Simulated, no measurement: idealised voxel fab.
The document below concerns the process module designated voxel self aligned contacts.
It is cross-section cut that appears here, measuring 145 nm in width, its square cells being 5 nm in size.
In what follows, cross-sections appear as grids of square cells, described through bands that run from the top down, where every band is one or more rows of cells.
Read a band's entry like this: the first values are the height of its top and the height of its bottom in nm, and what follows is the sequence of materials from left to right, each with its width in nm. Note that "air" is empty space, and that a single material marked "edge to edge" reaches across the band from edge to edge.
All heights in this document are referenced to 0, defined as the level beneath which the wafer, as received, consists entirely of one material. The lowest band is not bounded below; it extends indefinitely downward and is written in the form "from 0 down".
Per-row width for "30..40": begins at first number (top row of band), ends at second number (bottom row), increment between rows held constant.
Basically "nothing different" means that step didn't change any cell in the cross-section.
Closed-off voids of 8+ cells (no open route to the top) go in "Fully sealed cavities", written width x height at distance from the left edge, in nm.
Step line, after settings: the simulator's comment on this step.
overlay nm, on a step with a mask: how far to the right of its planned place the mask lay; to the left if negative
In what follows, pairs of cross-sections are presented, each taken before and after one process step, with the after cross-section shown only down to the lowest band that was altered; the step, together with its settings, is stated below the pair. The pairs may stem from different runs of this module on the same starting wafer; accordingly, a pair should be taken as continuing from the one above it solely where its entry headed "Before-step section" indicates as much.

Before-step section
* from 55 to 40: SiO2 45 nm  air 55 nm  SiO2 45 nm
* from 40 to 20: SiO2 10 nm  SiN 50 nm  air 25 nm  SiN 50 nm  SiO2 10 nm
* from 20 to 0: SiO2 10 nm  SiN 10 nm  polySi 30 nm  SiN 10 nm  air 25 nm  SiN 10 nm  polySi 30 nm  SiN 10 nm  SiO2 10 nm
* from 0 to -5: SiO2 60 nm  air 25 nm  SiO2 60 nm
* from -5 down: Si edge to edge
* Fully sealed cavities: none

Sectional Result
* from 60 to 55: TiN 50 nm  air 45 nm  TiN 50 nm
* from 55 to 45: SiO2 45 nm  TiN 5 nm  air 45 nm  TiN 5 nm  SiO2 45 nm
* from 45 to 40: SiO2 45 nm  TiN 20 nm  air 15 nm  TiN 20 nm  SiO2 45 nm
* from 40 to 20: SiO2 10 nm  SiN 50 nm  TiN 5 nm  air 15 nm  TiN 5 nm  SiN 50 nm  SiO2 10 nm
* from 20 to 0: SiO2 10 nm  SiN 10 nm  polySi 30 nm  SiN 10 nm  TiN 5 nm  air 15 nm  TiN 5 nm  SiN 10 nm  polySi 30 nm  SiN 10 nm  SiO2 10 nm
* from 0 to -5: SiO2 60 nm  TiN 25 nm  SiO2 60 nm
* Anything lower than -5 is untouched.
* Fully sealed cavities: none
The process step separating the two cross-sections depicted above is as follows: CONFORMAL_DEP: material TiN, thk nm 5

Before-step section: carried over from the after image of the pair right above.

Sectional Result
* from 70 to 60: Ru edge to edge
* from 60 to 55: TiN 50 nm  Ru 45 nm  TiN 50 nm
* from 55 to 45: SiO2 45 nm  TiN 5 nm  Ru 45 nm  TiN 5 nm  SiO2 45 nm
* from 45 to 40: SiO2 45 nm  TiN 20 nm  Ru 15 nm  TiN 20 nm  SiO2 45 nm
* from 40 to 20: SiO2 10 nm  SiN 50 nm  TiN 5 nm  Ru 15 nm  TiN 5 nm  SiN 50 nm  SiO2 10 nm
* from 20 to 0: SiO2 10 nm  SiN 10 nm  polySi 30 nm  SiN 10 nm  TiN 5 nm  Ru 15 nm  TiN 5 nm  SiN 10 nm  polySi 30 nm  SiN 10 nm  SiO2 10 nm
* Anything lower than 0 is untouched.
* Fully sealed cavities: none
The process step separating the two cross-sections depicted above is as follows: FILL_DEP: material Ru, thk nm 10

Before-step section: carried over from the after image of the pair right above.

Sectional Result
* from 55 to 45: SiO2 45 nm  TiN 5 nm  Ru 45 nm  TiN 5 nm  SiO2 45 nm
* Anything lower than 45 is untouched.
* Fully sealed cavities: none
The process step separating the two cross-sections depicted above is as follows: CMP: height nm 55

Before-step section: carried over from the after image of the pair right above.

Sectional Result
* from 60 to 55: SiN edge to edge
* Anything lower than 55 is untouched.
* Fully sealed cavities: none
The process step separating the two cross-sections depicted above is as follows: CONFORMAL_DEP: material SiN, thk nm 5

Before-step section
* from 55 to 50: SiO2 edge to edge
* from 50 to 30: SiO2 10 nm  SiN 50 nm  SiO2 25 nm  SiN 50 nm  SiO2 10 nm
* from 30 to 0: SiO2 10 nm  SiN 10 nm  polySi 30 nm  SiN 10 nm  SiO2 25 nm  SiN 10 nm  polySi 30 nm  SiN 10 nm  SiO2 10 nm
* from 0 to -5: SiO2 edge to edge
* from -5 down: Si edge to edge
* Fully sealed cavities: none

Sectional Result
* from 55 to 50: SiO2 50 nm  air 45 nm  SiO2 50 nm
* from 50 to 30: SiO2 10 nm  SiN 50 nm  air 25 nm  SiN 50 nm  SiO2 10 nm
* from 30 to 0: SiO2 10 nm  SiN 10 nm  polySi 30 nm  SiN 10 nm  air 25 nm  SiN 10 nm  polySi 30 nm  SiN 10 nm  SiO2 10 nm
* from 0 to -5: SiO2 60 nm  air 25 nm  SiO2 60 nm
* Anything lower than -5 is untouched.
* Fully sealed cavities: none
The process step separating the two cross-sections depicted above is as follows: MASKED_ETCH: tone open, mask id CONTACT, width nm 45, etch materials SiO2, depth nm 60, overlay nm 0

Before-step section: carried over from the after image of the pair right above.

Sectional Result
* from 60 to 55: TiN 55 nm  air 35 nm  TiN 55 nm
* from 55 to 50: SiO2 50 nm  TiN 15 nm  air 15 nm  TiN 15 nm  SiO2 50 nm
* from 50 to 30: SiO2 10 nm  SiN 50 nm  TiN 5 nm  air 15 nm  TiN 5 nm  SiN 50 nm  SiO2 10 nm
* from 30 to 0: SiO2 10 nm  SiN 10 nm  polySi 30 nm  SiN 10 nm  TiN 5 nm  air 15 nm  TiN 5 nm  SiN 10 nm  polySi 30 nm  SiN 10 nm  SiO2 10 nm
* from 0 to -5: SiO2 60 nm  TiN 25 nm  SiO2 60 nm
* Anything lower than -5 is untouched.
* Fully sealed cavities: none
The process step separating the two cross-sections depicted above is as follows: CONFORMAL_DEP: material TiN, thk nm 5

Before-step section: carried over from the after image of the pair right above.

Sectional Result
* from 70 to 60: Ru edge to edge
* from 60 to 55: TiN 55 nm  Ru 35 nm  TiN 55 nm
* from 55 to 50: SiO2 50 nm  TiN 15 nm  Ru 15 nm  TiN 15 nm  SiO2 50 nm
* from 50 to 30: SiO2 10 nm  SiN 50 nm  TiN 5 nm  Ru 15 nm  TiN 5 nm  SiN 50 nm  SiO2 10 nm
* from 30 to 0: SiO2 10 nm  SiN 10 nm  polySi 30 nm  SiN 10 nm  TiN 5 nm  Ru 15 nm  TiN 5 nm  SiN 10 nm  polySi 30 nm  SiN 10 nm  SiO2 10 nm
* Anything lower than 0 is untouched.
* Fully sealed cavities: none
The process step separating the two cross-sections depicted above is as follows: FILL_DEP: material Ru, thk nm 10

Before-step section: carried over from the after image of the pair right above.

Sectional Result
* from 55 to 50: SiO2 50 nm  TiN 15 nm  Ru 15 nm  TiN 15 nm  SiO2 50 nm
* Anything lower than 50 is untouched.
* Fully sealed cavities: none
The process step separating the two cross-sections depicted above is as follows: CMP: height nm 55

Before-step section: carried over from the after image of the pair right above.

Sectional Result
* from 60 to 55: SiN edge to edge
* Anything lower than 55 is untouched.
* Fully sealed cavities: none
The process step separating the two cross-sections depicted above is as follows: CONFORMAL_DEP: material SiN, thk nm 5

Before-step section
* from 55 to 50: SiO2 edge to edge
* from 50 to 30: SiO2 10 nm  SiN 50 nm  SiO2 25 nm  SiN 50 nm  SiO2 10 nm
* from 30 to 0: SiO2 10 nm  SiN 10 nm  polySi 30 nm  SiN 10 nm  SiO2 25 nm  SiN 10 nm  polySi 30 nm  SiN 10 nm  SiO2 10 nm
* from 0 to -5: SiO2 edge to edge
* from -5 down: Si edge to edge
* Fully sealed cavities: none

Sectional Result
* from 55 to 50: SiO2 35 nm  air 55 nm  SiO2 55 nm
* from 50 to 30: SiO2 10 nm  SiN 50 nm  air 25 nm  SiN 50 nm  SiO2 10 nm
* from 30 to 0: SiO2 10 nm  SiN 10 nm  polySi 30 nm  SiN 10 nm  air 25 nm  SiN 10 nm  polySi 30 nm  SiN 10 nm  SiO2 10 nm
* from 0 to -5: SiO2 60 nm  air 25 nm  SiO2 60 nm
* Anything lower than -5 is untouched.
* Fully sealed cavities: none
The process step separating the two cross-sections depicted above is as follows: MASKED_ETCH: tone open, mask id CONTACT, width nm 55, etch materials SiO2, depth nm 60, overlay nm -10

Before-step section: carried over from the after image of the pair right above.

Sectional Result
* from 60 to 55: TiN 40 nm  air 45 nm  TiN 60 nm
* from 55 to 50: SiO2 35 nm  TiN 30 nm  air 15 nm  TiN 10 nm  SiO2 55 nm
* from 50 to 30: SiO2 10 nm  SiN 50 nm  TiN 5 nm  air 15 nm  TiN 5 nm  SiN 50 nm  SiO2 10 nm
* from 30 to 0: SiO2 10 nm  SiN 10 nm  polySi 30 nm  SiN 10 nm  TiN 5 nm  air 15 nm  TiN 5 nm  SiN 10 nm  polySi 30 nm  SiN 10 nm  SiO2 10 nm
* from 0 to -5: SiO2 60 nm  TiN 25 nm  SiO2 60 nm
* Anything lower than -5 is untouched.
* Fully sealed cavities: none
The process step separating the two cross-sections depicted above is as follows: CONFORMAL_DEP: material TiN, thk nm 5

Before-step section: carried over from the after image of the pair right above.

Sectional Result
* from 70 to 60: Ru edge to edge
* from 60 to 55: TiN 40 nm  Ru 45 nm  TiN 60 nm
* from 55 to 50: SiO2 35 nm  TiN 30 nm  Ru 15 nm  TiN 10 nm  SiO2 55 nm
* from 50 to 30: SiO2 10 nm  SiN 50 nm  TiN 5 nm  Ru 15 nm  TiN 5 nm  SiN 50 nm  SiO2 10 nm
* from 30 to 0: SiO2 10 nm  SiN 10 nm  polySi 30 nm  SiN 10 nm  TiN 5 nm  Ru 15 nm  TiN 5 nm  SiN 10 nm  polySi 30 nm  SiN 10 nm  SiO2 10 nm
* Anything lower than 0 is untouched.
* Fully sealed cavities: none
The process step separating the two cross-sections depicted above is as follows: FILL_DEP: material Ru, thk nm 10

Before-step section: carried over from the after image of the pair right above.

Sectional Result
* from 55 to 50: SiO2 35 nm  TiN 30 nm  Ru 15 nm  TiN 10 nm  SiO2 55 nm
* Anything lower than 50 is untouched.
* Fully sealed cavities: none
The process step separating the two cross-sections depicted above is as follows: CMP: height nm 55

Before-step section: carried over from the after image of the pair right above.

Sectional Result
* from 60 to 55: SiN edge to edge
* Anything lower than 55 is untouched.
* Fully sealed cavities: none
The process step separating the two cross-sections depicted above is as follows: CONFORMAL_DEP: material SiN, thk nm 5

Before-step section
* from 50 to 30: air 20 nm  SiN 30 nm  air 45 nm  SiN 30 nm  air 20 nm
* from 30 to 0: air 20 nm  polySi 30 nm  air 45 nm  polySi 30 nm  air 20 nm
* from 0 to -5: SiO2 edge to edge
* from -5 down: Si edge to edge
* Fully sealed cavities: none

Sectional Result
* from 60 to 50: air 10 nm  TiN 50 nm  air 25 nm  TiN 50 nm  air 10 nm
* from 50 to 30: air 10 nm  TiN 10 nm  SiN 30 nm  TiN 10 nm  air 25 nm  TiN 10 nm  SiN 30 nm  TiN 10 nm  air 10 nm
* from 30 to 10: air 10 nm  TiN 10 nm  polySi 30 nm  TiN 10 nm  air 25 nm  TiN 10 nm  polySi 30 nm  TiN 10 nm  air 10 nm
* from 10 to 0: TiN 20 nm  polySi 30 nm  TiN 45 nm  polySi 30 nm  TiN 20 nm
* Anything lower than 0 is untouched.
* Fully sealed cavities: none
The process step separating the two cross-sections depicted above is as follows: CONFORMAL_DEP: material TiN, thk nm 10

Before-step section: carried over from the after image of the pair right above.

Sectional Result
* from 75 to 60: SiO2 edge to edge
* from 60 to 50: SiO2 10 nm  TiN 50 nm  SiO2 25 nm  TiN 50 nm  SiO2 10 nm
* from 50 to 30: SiO2 10 nm  TiN 10 nm  SiN 30 nm  TiN 10 nm  SiO2 25 nm  TiN 10 nm  SiN 30 nm  TiN 10 nm  SiO2 10 nm
* from 30 to 10: SiO2 10 nm  TiN 10 nm  polySi 30 nm  TiN 10 nm  SiO2 25 nm  TiN 10 nm  polySi 30 nm  TiN 10 nm  SiO2 10 nm
* Anything lower than 10 is untouched.
* Fully sealed cavities: none
The process step separating the two cross-sections depicted above is as follows: FILL_DEP: material SiO2, thk nm 15

Before-step section: carried over from the after image of the pair right above.

Sectional Result
* from 55 to 50: SiO2 10 nm  TiN 50 nm  SiO2 25 nm  TiN 50 nm  SiO2 10 nm
* Anything lower than 50 is untouched.
* Fully sealed cavities: none
The process step separating the two cross-sections depicted above is as follows: CMP: height nm 55

Before-step section: carried over from the after image of the pair right above.

Sectional Result
* from 55 to 50: SiO2 10 nm  TiN 50 nm  air 25 nm  TiN 50 nm  SiO2 10 nm
* from 50 to 30: SiO2 10 nm  TiN 10 nm  SiN 30 nm  TiN 10 nm  air 25 nm  TiN 10 nm  SiN 30 nm  TiN 10 nm  SiO2 10 nm
* from 30 to 10: SiO2 10 nm  TiN 10 nm  polySi 30 nm  TiN 10 nm  air 25 nm  TiN 10 nm  polySi 30 nm  TiN 10 nm  SiO2 10 nm
* Anything lower than 10 is untouched.
* Fully sealed cavities: none
The process step separating the two cross-sections depicted above is as follows: MASKED_ETCH: tone open, mask id CONTACT, width nm 55, etch materials SiO2, depth nm 60, overlay nm 0

Before-step section: carried over from the after image of the pair right above.

Sectional Result
* from 60 to 55: TiN 65 nm  air 15 nm  TiN 65 nm
* from 55 to 50: SiO2 10 nm  TiN 55 nm  air 15 nm  TiN 55 nm  SiO2 10 nm
* from 50 to 30: SiO2 10 nm  TiN 10 nm  SiN 30 nm  TiN 15 nm  air 15 nm  TiN 15 nm  SiN 30 nm  TiN 10 nm  SiO2 10 nm
* from 30 to 15: SiO2 10 nm  TiN 10 nm  polySi 30 nm  TiN 15 nm  air 15 nm  TiN 15 nm  polySi 30 nm  TiN 10 nm  SiO2 10 nm
* from 15 to 10: SiO2 10 nm  TiN 10 nm  polySi 30 nm  TiN 45 nm  polySi 30 nm  TiN 10 nm  SiO2 10 nm
* Anything lower than 10 is untouched.
* Fully sealed cavities: none
The process step separating the two cross-sections depicted above is as follows: CONFORMAL_DEP: material TiN, thk nm 5

Before-step section: carried over from the after image of the pair right above.

Sectional Result
* from 70 to 60: Ru edge to edge
* from 60 to 55: TiN 65 nm  Ru 15 nm  TiN 65 nm
* from 55 to 50: SiO2 10 nm  TiN 55 nm  Ru 15 nm  TiN 55 nm  SiO2 10 nm
* from 50 to 30: SiO2 10 nm  TiN 10 nm  SiN 30 nm  TiN 15 nm  Ru 15 nm  TiN 15 nm  SiN 30 nm  TiN 10 nm  SiO2 10 nm
* from 30 to 15: SiO2 10 nm  TiN 10 nm  polySi 30 nm  TiN 15 nm  Ru 15 nm  TiN 15 nm  polySi 30 nm  TiN 10 nm  SiO2 10 nm
* Anything lower than 15 is untouched.
* Fully sealed cavities: none
The process step separating the two cross-sections depicted above is as follows: FILL_DEP: material Ru, thk nm 10

Before-step section: carried over from the after image of the pair right above.

Sectional Result
* from 55 to 50: SiO2 10 nm  TiN 55 nm  Ru 15 nm  TiN 55 nm  SiO2 10 nm
* Anything lower than 50 is untouched.
* Fully sealed cavities: none
The process step separating the two cross-sections depicted above is as follows: CMP: height nm 55

Before-step section: carried over from the after image of the pair right above.

Sectional Result
* from 60 to 55: SiN edge to edge
* Anything lower than 55 is untouched.
* Fully sealed cavities: none
The process step separating the two cross-sections depicted above is as follows: CONFORMAL_DEP: material SiN, thk nm 5

Before-step section
* from 55 to 50: SiO2 edge to edge
* from 50 to 30: SiO2 10 nm  SiN 50 nm  SiO2 25 nm  SiN 50 nm  SiO2 10 nm
* from 30 to 0: SiO2 10 nm  SiN 10 nm  polySi 30 nm  SiN 10 nm  SiO2 25 nm  SiN 10 nm  polySi 30 nm  SiN 10 nm  SiO2 10 nm
* from 0 to -5: SiO2 edge to edge
* from -5 down: Si edge to edge
* Fully sealed cavities: none

Sectional Result
* from 55 to 50: air 45 nm  SiO2 55 nm  air 45 nm
* from 50 to 30: air 10 nm  SiN 50 nm  SiO2 25 nm  SiN 50 nm  air 10 nm
* from 30 to 0: air 10 nm  SiN 10 nm  polySi 30 nm  SiN 10 nm  SiO2 25 nm  SiN 10 nm  polySi 30 nm  SiN 10 nm  air 10 nm
* from 0 to -5: air 10 nm  SiO2 125 nm  air 10 nm
* Anything lower than -5 is untouched.
* Fully sealed cavities: none
The process step separating the two cross-sections depicted above is as follows: MASKED_ETCH: tone cover, mask id CONTACT, width nm 55, etch materials SiO2, depth nm 60, overlay nm 0

Before-step section: carried over from the after image of the pair right above.

Sectional Result
* from 60 to 55: air 40 nm  TiN 65 nm  air 40 nm
* from 55 to 50: air 5 nm  TiN 40 nm  SiO2 55 nm  TiN 40 nm  air 5 nm
* from 50 to 30: air 5 nm  TiN 5 nm  SiN 50 nm  SiO2 25 nm  SiN 50 nm  TiN 5 nm  air 5 nm
* from 30 to 0: air 5 nm  TiN 5 nm  SiN 10 nm  polySi 30 nm  SiN 10 nm  SiO2 25 nm  SiN 10 nm  polySi 30 nm  SiN 10 nm  TiN 5 nm  air 5 nm
* from 0 to -5: TiN 10 nm  SiO2 125 nm  TiN 10 nm
* Anything lower than -5 is untouched.
* Fully sealed cavities: none
The process step separating the two cross-sections depicted above is as follows: CONFORMAL_DEP: material TiN, thk nm 5

Before-step section: carried over from the after image of the pair right above.

Sectional Result
* from 70 to 60: Ru edge to edge
* from 60 to 55: Ru 40 nm  TiN 65 nm  Ru 40 nm
* from 55 to 50: Ru 5 nm  TiN 40 nm  SiO2 55 nm  TiN 40 nm  Ru 5 nm
* from 50 to 30: Ru 5 nm  TiN 5 nm  SiN 50 nm  SiO2 25 nm  SiN 50 nm  TiN 5 nm  Ru 5 nm
* from 30 to 0: Ru 5 nm  TiN 5 nm  SiN 10 nm  polySi 30 nm  SiN 10 nm  SiO2 25 nm  SiN 10 nm  polySi 30 nm  SiN 10 nm  TiN 5 nm  Ru 5 nm
* Anything lower than 0 is untouched.
* Fully sealed cavities: none
The process step separating the two cross-sections depicted above is as follows: FILL_DEP: material Ru, thk nm 10

Before-step section: carried over from the after image of the pair right above.

Sectional Result
* from 55 to 50: Ru 5 nm  TiN 40 nm  SiO2 55 nm  TiN 40 nm  Ru 5 nm
* Anything lower than 50 is untouched.
* Fully sealed cavities: none
The process step separating the two cross-sections depicted above is as follows: CMP: height nm 55

Before-step section: carried over from the after image of the pair right above.

Sectional Result
* from 60 to 55: SiN edge to edge
* Anything lower than 55 is untouched.
* Fully sealed cavities: none
The process step separating the two cross-sections depicted above is as follows: CONFORMAL_DEP: material SiN, thk nm 5
